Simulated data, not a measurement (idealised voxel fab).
process module | voxel wiring stack
cross-section cut | 265 nm wide | cells 5 nm
A cross-section is a grid of square cells, given in bands from the top down. A band is one or more rows of cells.
Each band's line starts with the height of the band's top and of its bottom, in nm. Then come its materials from left to right, each with its width in nm. One material with "throughout" fills the band from edge to edge. "air" is empty space.
Height 0 is the level under which the wafer as received is all one material. The lowest band goes on downwards, as in "0 down".
A width such as "30 to 40" changes by the same amount from each row of cells to the next, from the band's top row to its bottom row.
"no change" after a step means that no cell of the cross-section changed.
closed voids: empty space of 8 cells or more with no open way to the top, each as width x height at its distance from the left edge, in nm
after a step's settings: what the simulator itself notes on the step
overlay nm, on a step with a mask: how far to the right of its planned place the mask lay; to the left if negative
plan
1 op RECEIVE | material Si
2 op CONFORMAL_DEP | material SiO2 | thk nm 15
3 op CONFORMAL_DEP | material SiN | thk nm 5
4 op DIRECTIONAL_DEP | material lowk | thk nm 15
5 op PATTERN | tone open | mask id METAL_1 | material resist | width nm 25 | pitch nm 45 | thk nm 15 | overlay nm 0
6 op DIRECTIONAL_ETCH | etch materials lowk | depth nm 15
7 op DIRECTIONAL_ETCH | etch materials SiN | depth nm 5
8 op STRIP | etch materials resist
9 op CONFORMAL_DEP | material TiN | thk nm 5
10 op FILL_DEP | material Cu | thk nm 5
11 op CMP | height nm 35
12 op EPI | material Ru | thk nm 5
13 op FILL_DEP | material SiCN | thk nm 5
14 op DIRECTIONAL_DEP | material SiO2 | thk nm 10
15 op MASKED_ETCH | tone open | mask id PLUG_1 | width nm 15 | pitch nm 90 | etch materials SiO2 | depth nm 10 | overlay nm 0
16 op MASKED_ETCH | tone open | mask id PLUG_1 | width nm 15 | pitch nm 90 | etch materials SiCN | depth nm 5 | overlay nm 0
17 op EPI | material Ru | thk nm 10
18 op EPI | material Ru | thk nm 5
19 op CONFORMAL_DEP | material SiN | thk nm 5
20 op DIRECTIONAL_DEP | material SiO2 | thk nm 20
21 op MASKED_ETCH | tone open | mask id METAL_2 | width nm 25 | pitch nm 45 | etch materials SiO2 | depth nm 20 | overlay nm 0
22 op MASKED_ETCH | tone open | mask id METAL_2 | width nm 25 | pitch nm 45 | etch materials SiN | depth nm 5 | overlay nm 0
23 op CONFORMAL_DEP | material TiN | thk nm 5
24 op FILL_DEP | material Cu | thk nm 10
25 op CMP | height nm 80
26 op CONFORMAL_DEP | material SiCN | thk nm 5
27 op DIRECTIONAL_DEP | material SiO2 | thk nm 25
28 op DIRECTIONAL_DEP | material aC | thk nm 10
29 op PATTERN | tone open | mask id METAL_3 | material resist | width nm 25 | pitch nm 45 | thk nm 30 | overlay nm 0
30 op DIRECTIONAL_ETCH | etch materials aC | depth nm 10
31 op STRIP | etch materials resist
32 op DIRECTIONAL_ETCH | etch materials SiO2 | depth nm 15
33 op STRIP | etch materials aC
34 op DIRECTIONAL_DEP | material aC | thk nm 10
35 op PATTERN | tone open | mask id METAL_3_HOLES | material resist | width nm 15 | pitch nm 45 | thk nm 30 | overlay nm 0
36 op DIRECTIONAL_ETCH | etch materials aC | depth nm 10
37 op STRIP | etch materials resist
38 op DIRECTIONAL_ETCH | etch materials SiO2 | depth nm 10
39 op DIRECTIONAL_ETCH | etch materials SiCN | depth nm 5
40 op STRIP | etch materials aC
41 op CONFORMAL_DEP | material TiN | thk nm 5
42 op FILL_DEP | material Cu | thk nm 10
43 op CMP | height nm 110
44 op CONFORMAL_DEP | material SiCN | thk nm 5
45 op DIRECTIONAL_DEP | material SiO2 | thk nm 30
46 op DIRECTIONAL_DEP | material aC | thk nm 10
47 op PATTERN | tone open | mask id METAL_4_HOLES | material resist | width nm 15 | pitch nm 90 | thk nm 25 | overlay nm 0
48 op DIRECTIONAL_ETCH | etch materials aC | depth nm 10
49 op STRIP | etch materials resist
50 op DIRECTIONAL_ETCH | etch materials SiO2 | depth nm 30
51 op STRIP | etch materials aC
52 op MASKED_ETCH | tone open | mask id METAL_4 | width nm 25 | pitch nm 45 | etch materials SiO2 | depth nm 20 | overlay nm 0
53 op MASKED_ETCH | tone open | mask id METAL_4 | width nm 25 | pitch nm 45 | etch materials SiCN | depth nm 5 | overlay nm 0
54 op CONFORMAL_DEP | material TiN | thk nm 5
55 op FILL_DEP | material Ru | thk nm 10
56 op CMP | height nm 145
57 op CONFORMAL_DEP | material SiCN | thk nm 5
first wafer, as planned
as received, after step 1
  0 down: Si throughout
  closed voids: none
after step 2
  15 to 0: SiO2 throughout
  below 0: unchanged
after step 3
  20 to 15: SiN throughout
  below 15: unchanged
after step 4
  35 to 20: lowk throughout
  below 20: unchanged
after step 5
  50 to 35: resist 50 | air 25 | resist 20 | air 25 | resist 20 | air 25 | resist 20 | air 25 | resist 55
  below 35: unchanged
after step 6
  50 to 35: resist 50 | air 25 | resist 20 | air 25 | resist 20 | air 25 | resist 20 | air 25 | resist 55
  35 to 20: lowk 50 | air 25 | lowk 20 | air 25 | lowk 20 | air 25 | lowk 20 | air 25 | lowk 55
  below 20: unchanged
after step 7
  50 to 35: resist 50 | air 25 | resist 20 | air 25 | resist 20 | air 25 | resist 20 | air 25 | resist 55
  35 to 20: lowk 50 | air 25 | lowk 20 | air 25 | lowk 20 | air 25 | lowk 20 | air 25 | lowk 55
  20 to 15: SiN 50 | air 25 | SiN 20 | air 25 | SiN 20 | air 25 | SiN 20 | air 25 | SiN 55
  below 15: unchanged
after step 8
  35 to 20: lowk 50 | air 25 | lowk 20 | air 25 | lowk 20 | air 25 | lowk 20 | air 25 | lowk 55
  below 20: unchanged
after step 9
  40 to 35: TiN 55 | air 15 | TiN 30 | air 15 | TiN 30 | air 15 | TiN 30 | air 15 | TiN 60
  35 to 20: lowk 50 | TiN 5 | air 15 | TiN 5 | lowk 20 | TiN 5 | air 15 | TiN 5 | lowk 20 | TiN 5 | air 15 | TiN 5 | lowk 20 | TiN 5 | air 15 | TiN 5 | lowk 55
  20 to 15: SiN 50 | TiN 25 | SiN 20 | TiN 25 | SiN 20 | TiN 25 | SiN 20 | TiN 25 | SiN 55
  below 15: unchanged
after step 10
  45 to 40: Cu throughout
  40 to 35: TiN 55 | Cu 15 | TiN 30 | Cu 15 | TiN 30 | Cu 15 | TiN 30 | Cu 15 | TiN 60
  35 to 20: lowk 50 | TiN 5 | Cu 15 | TiN 5 | lowk 20 | TiN 5 | Cu 15 | TiN 5 | lowk 20 | TiN 5 | Cu 15 | TiN 5 | lowk 20 | TiN 5 | Cu 15 | TiN 5 | lowk 55
  below 20: unchanged
after step 11
  35 to 20: lowk 50 | TiN 5 | Cu 15 | TiN 5 | lowk 20 | TiN 5 | Cu 15 | TiN 5 | lowk 20 | TiN 5 | Cu 15 | TiN 5 | lowk 20 | TiN 5 | Cu 15 | TiN 5 | lowk 55
  below 20: unchanged
after step 12
  40 to 35: air 45 | Ru 35 | air 10 | Ru 35 | air 10 | Ru 35 | air 10 | Ru 35 | air 50
  below 35: unchanged
after step 13
  45 to 40: SiCN throughout
  40 to 35: SiCN 45 | Ru 35 | SiCN 10 | Ru 35 | SiCN 10 | Ru 35 | SiCN 10 | Ru 35 | SiCN 50
  below 35: unchanged
after step 14
  55 to 45: SiO2 throughout
  below 45: unchanged
after step 15
  55 to 45: SiO2 50 | air 15 | SiO2 75 | air 15 | SiO2 110
  below 45: unchanged
after step 16
  55 to 45: SiO2 50 | air 15 | SiO2 75 | air 15 | SiO2 110
  45 to 40: SiCN 50 | air 15 | SiCN 75 | air 15 | SiCN 110
  below 40: unchanged
after step 17
  55 to 50: SiO2 50 | air 15 | SiO2 75 | air 15 | SiO2 110
  50 to 45: SiO2 50 | Ru 15 | SiO2 75 | Ru 15 | SiO2 110
  45 to 40: SiCN 50 | Ru 15 | SiCN 75 | Ru 15 | SiCN 110
  below 40: unchanged
after step 18
  55 to 45: SiO2 50 | Ru 15 | SiO2 75 | Ru 15 | SiO2 110
  below 45: unchanged
after step 19
  60 to 55: SiN throughout
  below 55: unchanged
after step 20
  80 to 60: SiO2 throughout
  below 60: unchanged
after step 21
  80 to 60: SiO2 50 | air 25 | SiO2 20 | air 25 | SiO2 20 | air 25 | SiO2 20 | air 25 | SiO2 55
  below 60: unchanged
after step 22
  80 to 60: SiO2 50 | air 25 | SiO2 20 | air 25 | SiO2 20 | air 25 | SiO2 20 | air 25 | SiO2 55
  60 to 55: SiN 50 | air 25 | SiN 20 | air 25 | SiN 20 | air 25 | SiN 20 | air 25 | SiN 55
  below 55: unchanged
after step 23
  85 to 80: TiN 55 | air 15 | TiN 30 | air 15 | TiN 30 | air 15 | TiN 30 | air 15 | TiN 60
  80 to 60: SiO2 50 | TiN 5 | air 15 | TiN 5 | SiO2 20 | TiN 5 | air 15 | TiN 5 | SiO2 20 | TiN 5 | air 15 | TiN 5 | SiO2 20 | TiN 5 | air 15 | TiN 5 | SiO2 55
  60 to 55: SiN 50 | TiN 25 | SiN 20 | TiN 25 | SiN 20 | TiN 25 | SiN 20 | TiN 25 | SiN 55
  below 55: unchanged
after step 24
  95 to 85: Cu throughout
  85 to 80: TiN 55 | Cu 15 | TiN 30 | Cu 15 | TiN 30 | Cu 15 | TiN 30 | Cu 15 | TiN 60
  80 to 60: SiO2 50 | TiN 5 | Cu 15 | TiN 5 | SiO2 20 | TiN 5 | Cu 15 | TiN 5 | SiO2 20 | TiN 5 | Cu 15 | TiN 5 | SiO2 20 | TiN 5 | Cu 15 | TiN 5 | SiO2 55
  below 60: unchanged
after step 25
  80 to 60: SiO2 50 | TiN 5 | Cu 15 | TiN 5 | SiO2 20 | TiN 5 | Cu 15 | TiN 5 | SiO2 20 | TiN 5 | Cu 15 | TiN 5 | SiO2 20 | TiN 5 | Cu 15 | TiN 5 | SiO2 55
  below 60: unchanged
after step 26
  85 to 80: SiCN throughout
  below 80: unchanged
after step 27
  110 to 85: SiO2 throughout
  below 85: unchanged
after step 28
  120 to 110: aC throughout
  below 110: unchanged
after step 29
  150 to 120: resist 50 | air 25 | resist 20 | air 25 | resist 20 | air 25 | resist 20 | air 25 | resist 55
  below 120: unchanged
after step 30
  140 to 120: resist 50 | air 25 | resist 20 | air 25 | resist 20 | air 25 | resist 20 | air 25 | resist 55
  120 to 110: aC 50 | air 25 | aC 20 | air 25 | aC 20 | air 25 | aC 20 | air 25 | aC 55
  below 110: unchanged
after step 31
  120 to 110: aC 50 | air 25 | aC 20 | air 25 | aC 20 | air 25 | aC 20 | air 25 | aC 55
  below 110: unchanged
after step 32
  120 to 110: aC 50 | air 25 | aC 20 | air 25 | aC 20 | air 25 | aC 20 | air 25 | aC 55
  110 to 95: SiO2 50 | air 25 | SiO2 20 | air 25 | SiO2 20 | air 25 | SiO2 20 | air 25 | SiO2 55
  below 95: unchanged
after step 33
  110 to 95: SiO2 50 | air 25 | SiO2 20 | air 25 | SiO2 20 | air 25 | SiO2 20 | air 25 | SiO2 55
  below 95: unchanged
after step 34
  120 to 110: aC 50 | air 25 | aC 20 | air 25 | aC 20 | air 25 | aC 20 | air 25 | aC 55
  110 to 105: SiO2 50 | air 25 | SiO2 20 | air 25 | SiO2 20 | air 25 | SiO2 20 | air 25 | SiO2 55
  105 to 95: SiO2 50 | aC 25 | SiO2 20 | aC 25 | SiO2 20 | aC 25 | SiO2 20 | aC 25 | SiO2 55
  below 95: unchanged
after step 35
  150 to 120: resist 50 | air 15 | resist 30 | air 15 | resist 30 | air 15 | resist 30 | air 15 | resist 65
  120 to 110: aC 50 | air 15 | resist 10 | aC 20 | air 15 | resist 10 | aC 20 | air 15 | resist 10 | aC 20 | air 15 | resist 10 | aC 55
  110 to 105: SiO2 50 | air 15 | resist 10 | SiO2 20 | air 15 | resist 10 | SiO2 20 | air 15 | resist 10 | SiO2 20 | air 15 | resist 10 | SiO2 55
  below 105: unchanged
after step 36
  140 to 120: resist 50 | air 15 | resist 30 | air 15 | resist 30 | air 15 | resist 30 | air 15 | resist 65
  120 to 110: aC 50 | air 15 | resist 10 | aC 20 | air 15 | resist 10 | aC 20 | air 15 | resist 10 | aC 20 | air 15 | resist 10 | aC 55
  110 to 105: SiO2 50 | air 15 | resist 10 | SiO2 20 | air 15 | resist 10 | SiO2 20 | air 15 | resist 10 | SiO2 20 | air 15 | resist 10 | SiO2 55
  105 to 95: SiO2 50 | air 15 | aC 10 | SiO2 20 | air 15 | aC 10 | SiO2 20 | air 15 | aC 10 | SiO2 20 | air 15 | aC 10 | SiO2 55
  below 95: unchanged
after step 37
  120 to 110: aC 50 | air 25 | aC 20 | air 25 | aC 20 | air 25 | aC 20 | air 25 | aC 55
  110 to 105: SiO2 50 | air 25 | SiO2 20 | air 25 | SiO2 20 | air 25 | SiO2 20 | air 25 | SiO2 55
  below 105: unchanged
after step 38
  120 to 110: aC 50 | air 25 | aC 20 | air 25 | aC 20 | air 25 | aC 20 | air 25 | aC 55
  110 to 105: SiO2 50 | air 25 | SiO2 20 | air 25 | SiO2 20 | air 25 | SiO2 20 | air 25 | SiO2 55
  105 to 95: SiO2 50 | air 15 | aC 10 | SiO2 20 | air 15 | aC 10 | SiO2 20 | air 15 | aC 10 | SiO2 20 | air 15 | aC 10 | SiO2 55
  95 to 85: SiO2 50 | air 15 | SiO2 30 | air 15 | SiO2 30 | air 15 | SiO2 30 | air 15 | SiO2 65
  below 85: unchanged
after step 39
  120 to 110: aC 50 | air 25 | aC 20 | air 25 | aC 20 | air 25 | aC 20 | air 25 | aC 55
  110 to 105: SiO2 50 | air 25 | SiO2 20 | air 25 | SiO2 20 | air 25 | SiO2 20 | air 25 | SiO2 55
  105 to 95: SiO2 50 | air 15 | aC 10 | SiO2 20 | air 15 | aC 10 | SiO2 20 | air 15 | aC 10 | SiO2 20 | air 15 | aC 10 | SiO2 55
  95 to 85: SiO2 50 | air 15 | SiO2 30 | air 15 | SiO2 30 | air 15 | SiO2 30 | air 15 | SiO2 65
  85 to 80: SiCN 50 | air 15 | SiCN 30 | air 15 | SiCN 30 | air 15 | SiCN 30 | air 15 | SiCN 65
  below 80: unchanged
after step 40
  110 to 95: SiO2 50 | air 25 | SiO2 20 | air 25 | SiO2 20 | air 25 | SiO2 20 | air 25 | SiO2 55
  below 95: unchanged
after step 41
  115 to 110: TiN 55 | air 15 | TiN 30 | air 15 | TiN 30 | air 15 | TiN 30 | air 15 | TiN 60
  110 to 100: SiO2 50 | TiN 5 | air 15 | TiN 5 | SiO2 20 | TiN 5 | air 15 | TiN 5 | SiO2 20 | TiN 5 | air 15 | TiN 5 | SiO2 20 | TiN 5 | air 15 | TiN 5 | SiO2 55
  100 to 95: SiO2 50 | TiN 5 | air 5 | TiN 15 | SiO2 20 | TiN 5 | air 5 | TiN 15 | SiO2 20 | TiN 5 | air 5 | TiN 15 | SiO2 20 | TiN 5 | air 5 | TiN 15 | SiO2 55
  95 to 85: SiO2 50 | TiN 5 | air 5 | TiN 5 | SiO2 30 | TiN 5 | air 5 | TiN 5 | SiO2 30 | TiN 5 | air 5 | TiN 5 | SiO2 30 | TiN 5 | air 5 | TiN 5 | SiO2 65
  85 to 80: SiCN 50 | TiN 15 | SiCN 30 | TiN 15 | SiCN 30 | TiN 15 | SiCN 30 | TiN 15 | SiCN 65
  below 80: unchanged
after step 42
  125 to 115: Cu throughout
  115 to 110: TiN 55 | Cu 15 | TiN 30 | Cu 15 | TiN 30 | Cu 15 | TiN 30 | Cu 15 | TiN 60
  110 to 100: SiO2 50 | TiN 5 | Cu 15 | TiN 5 | SiO2 20 | TiN 5 | Cu 15 | TiN 5 | SiO2 20 | TiN 5 | Cu 15 | TiN 5 | SiO2 20 | TiN 5 | Cu 15 | TiN 5 | SiO2 55
  100 to 95: SiO2 50 | TiN 5 | Cu 5 | TiN 15 | SiO2 20 | TiN 5 | Cu 5 | TiN 15 | SiO2 20 | TiN 5 | Cu 5 | TiN 15 | SiO2 20 | TiN 5 | Cu 5 | TiN 15 | SiO2 55
  95 to 85: SiO2 50 | TiN 5 | Cu 5 | TiN 5 | SiO2 30 | TiN 5 | Cu 5 | TiN 5 | SiO2 30 | TiN 5 | Cu 5 | TiN 5 | SiO2 30 | TiN 5 | Cu 5 | TiN 5 | SiO2 65
  below 85: unchanged
after step 43
  110 to 100: SiO2 50 | TiN 5 | Cu 15 | TiN 5 | SiO2 20 | TiN 5 | Cu 15 | TiN 5 | SiO2 20 | TiN 5 | Cu 15 | TiN 5 | SiO2 20 | TiN 5 | Cu 15 | TiN 5 | SiO2 55
  below 100: unchanged
after step 44
  115 to 110: SiCN throughout
  below 110: unchanged
after step 45
  145 to 115: SiO2 throughout
  below 115: unchanged
after step 46
  155 to 145: aC throughout
  below 145: unchanged
after step 47
  180 to 155: resist 50 | air 15 | resist 75 | air 15 | resist 110
  below 155: unchanged
after step 48
  170 to 155: resist 50 | air 15 | resist 75 | air 15 | resist 110
  155 to 145: aC 50 | air 15 | aC 75 | air 15 | aC 110
  below 145: unchanged
after step 49
  155 to 145: aC 50 | air 15 | aC 75 | air 15 | aC 110
  below 145: unchanged
after step 50
  155 to 145: aC 50 | air 15 | aC 75 | air 15 | aC 110
  145 to 115: SiO2 50 | air 15 | SiO2 75 | air 15 | SiO2 110
  below 115: unchanged
after step 51
  145 to 115: SiO2 50 | air 15 | SiO2 75 | air 15 | SiO2 110
  below 115: unchanged
after step 52
  145 to 125: SiO2 50 | air 25 | SiO2 20 | air 25 | SiO2 20 | air 25 | SiO2 20 | air 25 | SiO2 55
  below 125: unchanged
after step 53
  145 to 125: SiO2 50 | air 25 | SiO2 20 | air 25 | SiO2 20 | air 25 | SiO2 20 | air 25 | SiO2 55
  125 to 115: SiO2 50 | air 15 | SiO2 75 | air 15 | SiO2 110
  115 to 110: SiCN 50 | air 15 | SiCN 75 | air 15 | SiCN 110
  below 110: unchanged
after step 54
  150 to 145: TiN 55 | air 15 | TiN 30 | air 15 | TiN 30 | air 15 | TiN 30 | air 15 | TiN 60
  145 to 130: SiO2 50 | TiN 5 | air 15 | TiN 5 | SiO2 20 | TiN 5 | air 15 | TiN 5 | SiO2 20 | TiN 5 | air 15 | TiN 5 | SiO2 20 | TiN 5 | air 15 | TiN 5 | SiO2 55
  130 to 125: SiO2 50 | TiN 5 | air 5 | TiN 15 | SiO2 20 | TiN 25 | SiO2 20 | TiN 5 | air 5 | TiN 15 | SiO2 20 | TiN 25 | SiO2 55
  125 to 115: SiO2 50 | TiN 5 | air 5 | TiN 5 | SiO2 75 | TiN 5 | air 5 | TiN 5 | SiO2 110
  115 to 110: SiCN 50 | TiN 15 | SiCN 75 | TiN 15 | SiCN 110
  below 110: unchanged
after step 55
  160 to 150: Ru throughout
  150 to 145: TiN 55 | Ru 15 | TiN 30 | Ru 15 | TiN 30 | Ru 15 | TiN 30 | Ru 15 | TiN 60
  145 to 130: SiO2 50 | TiN 5 | Ru 15 | TiN 5 | SiO2 20 | TiN 5 | Ru 15 | TiN 5 | SiO2 20 | TiN 5 | Ru 15 | TiN 5 | SiO2 20 | TiN 5 | Ru 15 | TiN 5 | SiO2 55
  130 to 125: SiO2 50 | TiN 5 | Ru 5 | TiN 15 | SiO2 20 | TiN 25 | SiO2 20 | TiN 5 | Ru 5 | TiN 15 | SiO2 20 | TiN 25 | SiO2 55
  125 to 115: SiO2 50 | TiN 5 | Ru 5 | TiN 5 | SiO2 75 | TiN 5 | Ru 5 | TiN 5 | SiO2 110
  below 115: unchanged
after step 56
  145 to 130: SiO2 50 | TiN 5 | Ru 15 | TiN 5 | SiO2 20 | TiN 5 | Ru 15 | TiN 5 | SiO2 20 | TiN 5 | Ru 15 | TiN 5 | SiO2 20 | TiN 5 | Ru 15 | TiN 5 | SiO2 55
  below 130: unchanged
after step 57
  150 to 145: SiCN throughout
  below 145: unchanged
second wafer: like start, like plan, one mistake. Through step 28 it matches the first wafer
when step 29 should have ended
  150 to 120: resist 55 | air 15 | resist 30 | air 15 | resist 30 | air 15 | resist 30 | air 15 | resist 60
  below 120: unchanged
when step 30 should have ended
  140 to 120: resist 55 | air 15 | resist 30 | air 15 | resist 30 | air 15 | resist 30 | air 15 | resist 60
  120 to 110: aC 55 | air 15 | aC 30 | air 15 | aC 30 | air 15 | aC 30 | air 15 | aC 60
  below 110: unchanged
when step 31 should have ended
  120 to 110: aC 55 | air 15 | aC 30 | air 15 | aC 30 | air 15 | aC 30 | air 15 | aC 60
  below 110: unchanged
when step 32 should have ended
  120 to 110: aC 55 | air 15 | aC 30 | air 15 | aC 30 | air 15 | aC 30 | air 15 | aC 60
  110 to 95: SiO2 55 | air 15 | SiO2 30 | air 15 | SiO2 30 | air 15 | SiO2 30 | air 15 | SiO2 60
  below 95: unchanged
when step 33 should have ended
  110 to 95: SiO2 55 | air 15 | SiO2 30 | air 15 | SiO2 30 | air 15 | SiO2 30 | air 15 | SiO2 60
  below 95: unchanged
when step 34 should have ended
  120 to 110: aC 55 | air 15 | aC 30 | air 15 | aC 30 | air 15 | aC 30 | air 15 | aC 60
  110 to 105: SiO2 55 | air 15 | SiO2 30 | air 15 | SiO2 30 | air 15 | SiO2 30 | air 15 | SiO2 60
  105 to 95: SiO2 55 | aC 15 | SiO2 30 | aC 15 | SiO2 30 | aC 15 | SiO2 30 | aC 15 | SiO2 60
  below 95: unchanged
when step 35 should have ended
  150 to 120: resist 50 | air 15 | resist 30 | air 15 | resist 30 | air 15 | resist 30 | air 15 | resist 65
  120 to 110: aC 55 | air 10 | resist 5 | aC 30 | air 10 | resist 5 | aC 30 | air 10 | resist 5 | aC 30 | air 10 | resist 5 | aC 60
  110 to 105: SiO2 55 | air 10 | resist 5 | SiO2 30 | air 10 | resist 5 | SiO2 30 | air 10 | resist 5 | SiO2 30 | air 10 | resist 5 | SiO2 60
  below 105: unchanged
when step 36 should have ended
  140 to 120: resist 50 | air 15 | resist 30 | air 15 | resist 30 | air 15 | resist 30 | air 15 | resist 65
  120 to 110: aC 50 | air 15 | resist 5 | aC 25 | air 15 | resist 5 | aC 25 | air 15 | resist 5 | aC 25 | air 15 | resist 5 | aC 60
  110 to 105: SiO2 55 | air 10 | resist 5 | SiO2 30 | air 10 | resist 5 | SiO2 30 | air 10 | resist 5 | SiO2 30 | air 10 | resist 5 | SiO2 60
  105 to 95: SiO2 55 | air 10 | aC 5 | SiO2 30 | air 10 | aC 5 | SiO2 30 | air 10 | aC 5 | SiO2 30 | air 10 | aC 5 | SiO2 60
  below 95: unchanged
when step 37 should have ended
  120 to 110: aC 50 | air 20 | aC 25 | air 20 | aC 25 | air 20 | aC 25 | air 20 | aC 60
  110 to 105: SiO2 55 | air 15 | SiO2 30 | air 15 | SiO2 30 | air 15 | SiO2 30 | air 15 | SiO2 60
  below 105: unchanged
when step 38 should have ended
  120 to 110: aC 50 | air 20 | aC 25 | air 20 | aC 25 | air 20 | aC 25 | air 20 | aC 60
  110 to 105: SiO2 50 | air 20 | SiO2 25 | air 20 | SiO2 25 | air 20 | SiO2 25 | air 20 | SiO2 60
  105 to 95: SiO2 50 to 55 | air 15 to 10 | aC 5 | SiO2 25 to 30 | air 15 to 10 | aC 5 | SiO2 25 to 30 | air 15 to 10 | aC 5 | SiO2 25 to 30 | air 15 to 10 | aC 5 | SiO2 60
  95 to 85: SiO2 55 | air 10 | SiO2 35 | air 10 | SiO2 35 | air 10 | SiO2 35 | air 10 | SiO2 65
  below 85: unchanged
when step 39 should have ended
  120 to 110: aC 50 | air 20 | aC 25 | air 20 | aC 25 | air 20 | aC 25 | air 20 | aC 60
  110 to 105: SiO2 50 | air 20 | SiO2 25 | air 20 | SiO2 25 | air 20 | SiO2 25 | air 20 | SiO2 60
  105 to 95: SiO2 50 to 55 | air 15 to 10 | aC 5 | SiO2 25 to 30 | air 15 to 10 | aC 5 | SiO2 25 to 30 | air 15 to 10 | aC 5 | SiO2 25 to 30 | air 15 to 10 | aC 5 | SiO2 60
  95 to 85: SiO2 55 | air 10 | SiO2 35 | air 10 | SiO2 35 | air 10 | SiO2 35 | air 10 | SiO2 65
  85 to 80: SiCN 55 | air 10 | SiCN 35 | air 10 | SiCN 35 | air 10 | SiCN 35 | air 10 | SiCN 65
  below 80: unchanged
when step 40 should have ended
  110 to 100: SiO2 50 | air 20 | SiO2 25 | air 20 | SiO2 25 | air 20 | SiO2 25 | air 20 | SiO2 60
  100 to 95: SiO2 55 | air 15 | SiO2 30 | air 15 | SiO2 30 | air 15 | SiO2 30 | air 15 | SiO2 60
  below 95: unchanged
when step 41 should have ended
  115 to 110: TiN 55 | air 10 | TiN 35 | air 10 | TiN 35 | air 10 | TiN 35 | air 10 | TiN 65
  110 to 100: SiO2 50 | TiN 5 to 10 | air 10 to 5 | TiN 5 | SiO2 25 | TiN 5 to 10 | air 10 to 5 | TiN 5 | SiO2 25 | TiN 5 to 10 | air 10 to 5 | TiN 5 | SiO2 25 | TiN 5 to 10 | air 10 to 5 | TiN 5 | SiO2 60
  100 to 95: SiO2 55 | TiN 15 | SiO2 30 | TiN 15 | SiO2 30 | TiN 15 | SiO2 30 | TiN 15 | SiO2 60
  95 to 85: SiO2 55 | TiN 10 | SiO2 35 | TiN 10 | SiO2 35 | TiN 10 | SiO2 35 | TiN 10 | SiO2 65
  85 to 80: SiCN 55 | TiN 10 | SiCN 35 | TiN 10 | SiCN 35 | TiN 10 | SiCN 35 | TiN 10 | SiCN 65
  below 80: unchanged
when step 42 should have ended
  125 to 115: Cu throughout
  115 to 110: TiN 55 | Cu 10 | TiN 35 | Cu 10 | TiN 35 | Cu 10 | TiN 35 | Cu 10 | TiN 65
  110 to 100: SiO2 50 | TiN 5 to 10 | Cu 10 to 5 | TiN 5 | SiO2 25 | TiN 5 to 10 | Cu 10 to 5 | TiN 5 | SiO2 25 | TiN 5 to 10 | Cu 10 to 5 | TiN 5 | SiO2 25 | TiN 5 to 10 | Cu 10 to 5 | TiN 5 | SiO2 60
  below 100: unchanged
when step 43 should have ended
  110 to 100: SiO2 50 | TiN 5 to 10 | Cu 10 to 5 | TiN 5 | SiO2 25 | TiN 5 to 10 | Cu 10 to 5 | TiN 5 | SiO2 25 | TiN 5 to 10 | Cu 10 to 5 | TiN 5 | SiO2 25 | TiN 5 to 10 | Cu 10 to 5 | TiN 5 | SiO2 60
  below 100: unchanged
when step 44 should have ended
  115 to 110: SiCN throughout
  below 110: unchanged
when step 45 should have ended
  145 to 115: SiO2 throughout
  below 115: unchanged
when step 46 should have ended
  155 to 145: aC throughout
  below 145: unchanged
when step 47 should have ended
  180 to 155: resist 50 | air 15 | resist 75 | air 15 | resist 110
  below 155: unchanged
when step 48 should have ended
  170 to 155: resist 50 | air 15 | resist 75 | air 15 | resist 110
  155 to 145: aC 50 | air 15 | aC 75 | air 15 | aC 110
  below 145: unchanged
when step 49 should have ended
  155 to 145: aC 50 | air 15 | aC 75 | air 15 | aC 110
  below 145: unchanged
when step 50 should have ended
  155 to 145: aC 50 | air 15 | aC 75 | air 15 | aC 110
  145 to 115: SiO2 50 | air 15 | SiO2 75 | air 15 | SiO2 110
  below 115: unchanged
when step 51 should have ended
  145 to 115: SiO2 50 | air 15 | SiO2 75 | air 15 | SiO2 110
  below 115: unchanged
when step 52 should have ended
  145 to 125: SiO2 50 | air 25 | SiO2 20 | air 25 | SiO2 20 | air 25 | SiO2 20 | air 25 | SiO2 55
  below 125: unchanged
when step 53 should have ended
  145 to 125: SiO2 50 | air 25 | SiO2 20 | air 25 | SiO2 20 | air 25 | SiO2 20 | air 25 | SiO2 55
  125 to 115: SiO2 50 | air 15 | SiO2 75 | air 15 | SiO2 110
  115 to 110: SiCN 50 | air 15 | SiCN 75 | air 15 | SiCN 110
  below 110: unchanged
when step 54 should have ended
  150 to 145: TiN 55 | air 15 | TiN 30 | air 15 | TiN 30 | air 15 | TiN 30 | air 15 | TiN 60
  145 to 130: SiO2 50 | TiN 5 | air 15 | TiN 5 | SiO2 20 | TiN 5 | air 15 | TiN 5 | SiO2 20 | TiN 5 | air 15 | TiN 5 | SiO2 20 | TiN 5 | air 15 | TiN 5 | SiO2 55
  130 to 125: SiO2 50 | TiN 5 | air 5 | TiN 15 | SiO2 20 | TiN 25 | SiO2 20 | TiN 5 | air 5 | TiN 15 | SiO2 20 | TiN 25 | SiO2 55
  125 to 115: SiO2 50 | TiN 5 | air 5 | TiN 5 | SiO2 75 | TiN 5 | air 5 | TiN 5 | SiO2 110
  115 to 110: SiCN 50 | TiN 15 | SiCN 75 | TiN 15 | SiCN 110
  below 110: unchanged
when step 55 should have ended
  160 to 150: Ru throughout
  150 to 145: TiN 55 | Ru 15 | TiN 30 | Ru 15 | TiN 30 | Ru 15 | TiN 30 | Ru 15 | TiN 60
  145 to 130: SiO2 50 | TiN 5 | Ru 15 | TiN 5 | SiO2 20 | TiN 5 | Ru 15 | TiN 5 | SiO2 20 | TiN 5 | Ru 15 | TiN 5 | SiO2 20 | TiN 5 | Ru 15 | TiN 5 | SiO2 55
  130 to 125: SiO2 50 | TiN 5 | Ru 5 | TiN 15 | SiO2 20 | TiN 25 | SiO2 20 | TiN 5 | Ru 5 | TiN 15 | SiO2 20 | TiN 25 | SiO2 55
  125 to 115: SiO2 50 | TiN 5 | Ru 5 | TiN 5 | SiO2 75 | TiN 5 | Ru 5 | TiN 5 | SiO2 110
  below 115: unchanged
when step 56 should have ended
  145 to 130: SiO2 50 | TiN 5 | Ru 15 | TiN 5 | SiO2 20 | TiN 5 | Ru 15 | TiN 5 | SiO2 20 | TiN 5 | Ru 15 | TiN 5 | SiO2 20 | TiN 5 | Ru 15 | TiN 5 | SiO2 55
  below 130: unchanged
when step 57 should have ended
  150 to 145: SiCN throughout
  below 145: unchanged
what went wrong: step 29 ran as: op PATTERN | tone open | mask id METAL_3 | material resist | width nm 15 | pitch nm 45 | thk nm 30 | overlay nm 0
at the end the second wafer has, in cells: 24 fewer of Cu | 4 more of SiCN | 24 more of SiO2 | 4 fewer of TiN
